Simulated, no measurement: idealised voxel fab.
The process module presented herein is designated voxel capacitor over wiring.
Pictured: cross-section cut, 155 nm wide, on a grid of 5 nm square cells.
A cross-section is written here as square cells arranged in a grid, and it is given in bands from the top down, each band taking up one or more rows of cells. A band entry consists of two parts. The first gives the height of the band's top and the height of its bottom, in nm. The rest lists the band's materials from left to right, each with its width in nm. A single material labelled with the word "full width" fills the band from edge to edge, and the word "air" marks empty space. We count height from 0. Below that, the starting wafer is all one material. The lowest band never ends at the bottom but goes on down; see "0 and below" for how that is written. Note: "30->40" means the width goes from the first number (top row of the band) to the second number (bottom row) in equal steps per row of cells. The designation "remains unaltered", where it is given for a processing step, indicates that no cell of the cross-section was altered in the course of that step. Entry "Sealed voids". Content: empty spaces with no open connection to the top, size 8 cells or greater. Each: width x height at distance. Distance: from left edge. Unit: nm. Note: text after step settings on the step line = simulator remark on that step. overlay nm: where the mask lay relative to plan, measured to the right, on steps with a mask; negatives go left.

-- Listed below are the process steps as planned
- 1: RECEIVE with material Si
- 2: CONFORMAL_DEP with material SiO2, thk nm 10
- 3: CONFORMAL_DEP with material SiN, thk nm 5
- 4: DIRECTIONAL_DEP with material SiO2, thk nm 25
- 5: DIRECTIONAL_DEP with material aC, thk nm 10
- 6: PATTERN with tone open, mask id METAL_1, material resist, width nm 25, pitch nm 80, thk nm 25, overlay nm 0
- 7: DIRECTIONAL_ETCH with etch materials aC, depth nm 10
- 8: STRIP with etch materials resist
- 9: DIRECTIONAL_ETCH with etch materials SiO2, depth nm 25
- 10: DIRECTIONAL_ETCH with etch materials SiN, depth nm 5
- 11: STRIP with etch materials aC
- 12: CONFORMAL_DEP with material TiN, thk nm 5
- 13: FILL_DEP with material Cu, thk nm 5
- 14: CMP with height nm 40
- 15: CONFORMAL_DEP with material SiCN, thk nm 5
- 16: DIRECTIONAL_DEP with material lowk, thk nm 15
- 17: DIRECTIONAL_DEP with material aC, thk nm 15
- 18: PATTERN with tone open, mask id PLUG_1, material resist, width nm 15, thk nm 30, overlay nm 0
- 19: DIRECTIONAL_ETCH with etch materials aC, depth nm 15
- 20: STRIP with etch materials resist
- 21: DIRECTIONAL_ETCH with etch materials lowk, depth nm 15
- 22: DIRECTIONAL_ETCH with etch materials SiCN, depth nm 5
- 23: STRIP with etch materials aC
- 24: EPI with material Ru, thk nm 10
- 25: EPI with material Ru, thk nm 10
- 26: DIRECTIONAL_DEP with material TiN, thk nm 5
- 27: DIRECTIONAL_DEP with material Al2O3, thk nm 5
- 28: DIRECTIONAL_DEP with material TiN, thk nm 5
- 29: PATTERN with tone cover, mask id UPPER_PLATE, material resist, width nm 60, thk nm 15, overlay nm 0
- 30: DIRECTIONAL_ETCH with etch materials TiN, depth nm 5
- 31: DIRECTIONAL_ETCH with etch materials Al2O3, depth nm 5
- 32: STRIP with etch materials resist
- 33: MASKED_ETCH with tone cover, mask id LOWER_PLATE, width nm 70, etch materials TiN, depth nm 5, overlay nm 0
- 34: FILL_DEP with material SiO2, thk nm 15
- 35: CMP with height nm 85
- 36: PATTERN with tone open, mask id PLUG_2, material resist, width nm 15, thk nm 15, overlay nm 0
- 37: DIRECTIONAL_ETCH with etch materials SiO2, depth nm 10
- 38: STRIP with etch materials resist
- 39: CONFORMAL_DEP with material TiN, thk nm 5
- 40: FILL_DEP with material W, thk nm 5
- 41: CMP with height nm 85
- 42: CONFORMAL_DEP with material SiN, thk nm 5

-- First wafer out of two, processed as planned

-- Received-state cross-section, reflecting completion of step 1
  0 and below: Si full width
  Sealed voids: none

-- Upon completion of step 2, the wafer appears in cross-section as shown
  10 down to 0: SiO2 full width
  Below 0, the layers are the same as they were.

-- Upon completion of step 3, the wafer appears in cross-section as shown
  15 down to 10: SiN full width
  Below 10, the layers are the same as they were.

-- Upon completion of step 4, the wafer appears in cross-section as shown
  40 down to 15: SiO2 full width
  Below 15, the layers are the same as they were.

-- Upon completion of step 5, the wafer appears in cross-section as shown
  50 down to 40: aC full width
  Below 40, the layers are the same as they were.

-- Upon completion of step 6, the wafer appears in cross-section as shown
  75 down to 50: resist 25, then air 25, then resist 55, then air 25, then resist 25
  Below 50, the layers are the same as they were.

-- Upon completion of step 7, the wafer appears in cross-section as shown
  65 down to 50: resist 25, then air 25, then resist 55, then air 25, then resist 25
  50 down to 40: aC 25, then air 25, then aC 55, then air 25, then aC 25
  Below 40, the layers are the same as they were.

-- Upon completion of step 8, the wafer appears in cross-section as shown
  50 down to 40: aC 25, then air 25, then aC 55, then air 25, then aC 25
  Below 40, the layers are the same as they were.

-- Upon completion of step 9, the wafer appears in cross-section as shown
  50 down to 40: aC 25, then air 25, then aC 55, then air 25, then aC 25
  40 down to 15: SiO2 25, then air 25, then SiO2 55, then air 25, then SiO2 25
  Below 15, the layers are the same as they were.

-- Upon completion of step 10, the wafer appears in cross-section as shown
  50 down to 40: aC 25, then air 25, then aC 55, then air 25, then aC 25
  40 down to 15: SiO2 25, then air 25, then SiO2 55, then air 25, then SiO2 25
  15 down to 10: SiN 25, then air 25, then SiN 55, then air 25, then SiN 25
  Below 10, the layers are the same as they were.

-- Upon completion of step 11, the wafer appears in cross-section as shown
  40 down to 15: SiO2 25, then air 25, then SiO2 55, then air 25, then SiO2 25
  Below 15, the layers are the same as they were.

-- Upon completion of step 12, the wafer appears in cross-section as shown
  45 down to 40: TiN 30, then air 15, then TiN 65, then air 15, then TiN 30
  40 down to 15: SiO2 25, then TiN 5, then air 15, then TiN 5, then SiO2 55, then TiN 5, then air 15, then TiN 5, then SiO2 25
  15 down to 10: SiN 25, then TiN 25, then SiN 55, then TiN 25, then SiN 25
  Below 10, the layers are the same as they were.

-- Upon completion of step 13, the wafer appears in cross-section as shown
  50 down to 45: Cu full width
  45 down to 40: TiN 30, then Cu 15, then TiN 65, then Cu 15, then TiN 30
  40 down to 15: SiO2 25, then TiN 5, then Cu 15, then TiN 5, then SiO2 55, then TiN 5, then Cu 15, then TiN 5, then SiO2 25
  Below 15, the layers are the same as they were.

-- Upon completion of step 14, the wafer appears in cross-section as shown
  40 down to 15: SiO2 25, then TiN 5, then Cu 15, then TiN 5, then SiO2 55, then TiN 5, then Cu 15, then TiN 5, then SiO2 25
  Below 15, the layers are the same as they were.

-- Upon completion of step 15, the wafer appears in cross-section as shown
  45 down to 40: SiCN full width
  Below 40, the layers are the same as they were.

-- Upon completion of step 16, the wafer appears in cross-section as shown
  60 down to 45: lowk full width
  Below 45, the layers are the same as they were.

-- Upon completion of step 17, the wafer appears in cross-section as shown
  75 down to 60: aC full width
  Below 60, the layers are the same as they were.

-- Upon completion of step 18, the wafer appears in cross-section as shown
  105 down to 75: resist 35, then air 15, then resist 105
  Below 75, the layers are the same as they were.

-- Upon completion of step 19, the wafer appears in cross-section as shown
  90 down to 75: resist 35, then air 15, then resist 105
  75 down to 60: aC 35, then air 15, then aC 105
  Below 60, the layers are the same as they were.

-- Upon completion of step 20, the wafer appears in cross-section as shown
  75 down to 60: aC 35, then air 15, then aC 105
  Below 60, the layers are the same as they were.

-- Upon completion of step 21, the wafer appears in cross-section as shown
  75 down to 60: aC 35, then air 15, then aC 105
  60 down to 45: lowk 35, then air 15, then lowk 105
  Below 45, the layers are the same as they were.

-- Upon completion of step 22, the wafer appears in cross-section as shown
  75 down to 60: aC 35, then air 15, then aC 105
  60 down to 45: lowk 35, then air 15, then lowk 105
  45 down to 40: SiCN 35, then air 15, then SiCN 105
  Below 40, the layers are the same as they were.

-- Upon completion of step 23, the wafer appears in cross-section as shown
  60 down to 45: lowk 35, then air 15, then lowk 105
  Below 45, the layers are the same as they were.

-- Upon completion of step 24, the wafer appears in cross-section as shown
  60 down to 50: lowk 35, then air 15, then lowk 105
  50 down to 45: lowk 35, then Ru 15, then lowk 105
  45 down to 40: SiCN 35, then Ru 15, then SiCN 105
  Below 40, the layers are the same as they were.

-- Upon completion of step 25, the wafer appears in cross-section as shown
  60 down to 45: lowk 35, then Ru 15, then lowk 105
  Below 45, the layers are the same as they were.

-- Upon completion of step 26, the wafer appears in cross-section as shown
  65 down to 60: TiN full width
  Below 60, the layers are the same as they were.

-- Upon completion of step 27, the wafer appears in cross-section as shown
  70 down to 65: Al2O3 full width
  Below 65, the layers are the same as they were.

-- Upon completion of step 28, the wafer appears in cross-section as shown
  75 down to 70: TiN full width
  Below 70, the layers are the same as they were.

-- Upon completion of step 29, the wafer appears in cross-section as shown
  90 down to 75: air 35, then resist 60, then air 60
  Below 75, the layers are the same as they were.

-- Upon completion of step 30, the wafer appears in cross-section as shown
  90 down to 75: air 35, then resist 60, then air 60
  75 down to 70: air 35, then TiN 60, then air 60
  Below 70, the layers are the same as they were.

-- Upon completion of step 31, the wafer appears in cross-section as shown
  90 down to 75: air 35, then resist 60, then air 60
  75 down to 70: air 35, then TiN 60, then air 60
  70 down to 65: air 35, then Al2O3 60, then air 60
  Below 65, the layers are the same as they were.

-- Upon completion of step 32, the wafer appears in cross-section as shown
  75 down to 70: air 35, then TiN 60, then air 60
  Below 70, the layers are the same as they were.

-- Upon completion of step 33, the wafer appears in cross-section as shown
  75 down to 70: air 35, then TiN 60, then air 60
  70 down to 65: air 35, then Al2O3 60, then air 60
  65 down to 60: air 30, then TiN 70, then air 55
  Below 60, the layers are the same as they were.

-- Upon completion of step 34, the wafer appears in cross-section as shown
  90 down to 75: SiO2 full width
  75 down to 70: SiO2 35, then TiN 60, then SiO2 60
  70 down to 65: SiO2 35, then Al2O3 60, then SiO2 60
  65 down to 60: SiO2 30, then TiN 70, then SiO2 55
  Below 60, the layers are the same as they were.

-- Upon completion of step 35, the wafer appears in cross-section as shown
  85 down to 75: SiO2 full width
  Below 75, the layers are the same as they were.

-- Upon completion of step 36, the wafer appears in cross-section as shown
  100 down to 85: resist 45, then air 15, then resist 95
  Below 85, the layers are the same as they were.

-- Upon completion of step 37, the wafer appears in cross-section as shown
  100 down to 85: resist 45, then air 15, then resist 95
  85 down to 75: SiO2 45, then air 15, then SiO2 95
  Below 75, the layers are the same as they were.

-- Upon completion of step 38, the wafer appears in cross-section as shown
  85 down to 75: SiO2 45, then air 15, then SiO2 95
  Below 75, the layers are the same as they were.

-- Upon completion of step 39, the wafer appears in cross-section as shown
  90 down to 85: TiN 50, then air 5, then TiN 100
  85 down to 80: SiO2 45, then TiN 5, then air 5, then TiN 5, then SiO2 95
  80 down to 70: SiO2 45->35, then TiN 15->60, then SiO2 95->60
  Below 70, the layers are the same as they were.

-- Upon completion of step 40, the wafer appears in cross-section as shown
  95 down to 90: W full width
  90 down to 85: TiN 50, then W 5, then TiN 100
  85 down to 80: SiO2 45, then TiN 5, then W 5, then TiN 5, then SiO2 95
  Below 80, the layers are the same as they were.

-- Upon completion of step 41, the wafer appears in cross-section as shown
  85 down to 80: SiO2 45, then TiN 5, then W 5, then TiN 5, then SiO2 95
  Below 80, the layers are the same as they were.

-- Upon completion of step 42, the wafer appears in cross-section as shown
  90 down to 85: SiN full width
  Below 85, the layers are the same as they were.

-- Here the second wafer is described. Its start and its plan were those of the first wafer. Its run contained one mistake. Up to and including step 26, it did exactly what the first wafer did

What the second wafer looks like in cross-section when step 27 should have wrapped up: remains unaltered

-- What the second wafer looks like in cross-section when step 28 should have wrapped up
  70 down to 60: TiN full width
  Below 60, the layers are the same as they were.

-- What the second wafer looks like in cross-section when step 29 should have wrapped up
  85 down to 70: air 35, then resist 60, then air 60
  Below 70, the layers are the same as they were.

-- What the second wafer looks like in cross-section when step 30 should have wrapped up
  85 down to 70: air 35, then resist 60, then air 60
  70 down to 65: air 35, then TiN 60, then air 60
  Below 65, the layers are the same as they were.

What the second wafer looks like in cross-section when step 31 should have wrapped up: remains unaltered

-- What the second wafer looks like in cross-section when step 32 should have wrapped up
  70 down to 65: air 35, then TiN 60, then air 60
  Below 65, the layers are the same as they were.

-- What the second wafer looks like in cross-section when step 33 should have wrapped up
  70 down to 60: air 35->30, then TiN 60->70, then air 60->55
  Below 60, the layers are the same as they were.

-- What the second wafer looks like in cross-section when step 34 should have wrapped up
  85 down to 70: SiO2 full width
  70 down to 60: SiO2 35->30, then TiN 60->70, then SiO2 60->55
  Below 60, the layers are the same as they were.

What the second wafer looks like in cross-section when step 35 should have wrapped up: remains unaltered

-- What the second wafer looks like in cross-section when step 36 should have wrapped up
  100 down to 85: resist 45, then air 15, then resist 95
  Below 85, the layers are the same as they were.

-- What the second wafer looks like in cross-section when step 37 should have wrapped up
  100 down to 85: resist 45, then air 15, then resist 95
  85 down to 75: SiO2 45, then air 15, then SiO2 95
  Below 75, the layers are the same as they were.

-- What the second wafer looks like in cross-section when step 38 should have wrapped up
  85 down to 75: SiO2 45, then air 15, then SiO2 95
  Below 75, the layers are the same as they were.

-- What the second wafer looks like in cross-section when step 39 should have wrapped up
  90 down to 85: TiN 50, then air 5, then TiN 100
  85 down to 80: SiO2 45, then TiN 5, then air 5, then TiN 5, then SiO2 95
  80 down to 75: SiO2 45, then TiN 15, then SiO2 95
  Below 75, the layers are the same as they were.

-- What the second wafer looks like in cross-section when step 40 should have wrapped up
  95 down to 90: W full width
  90 down to 85: TiN 50, then W 5, then TiN 100
  85 down to 80: SiO2 45, then TiN 5, then W 5, then TiN 5, then SiO2 95
  Below 80, the layers are the same as they were.

-- What the second wafer looks like in cross-section when step 41 should have wrapped up
  85 down to 80: SiO2 45, then TiN 5, then W 5, then TiN 5, then SiO2 95
  Below 80, the layers are the same as they were.

-- What the second wafer looks like in cross-section when step 42 should have wrapped up
  90 down to 85: SiN full width
  Below 85, the layers are the same as they were.
Against the plan, the run slipped here: step 27 of the plan got skipped, so it never ran
Final cells, second wafer relative to first, materials higher or lower: -12 Al2O3, +12 SiO2
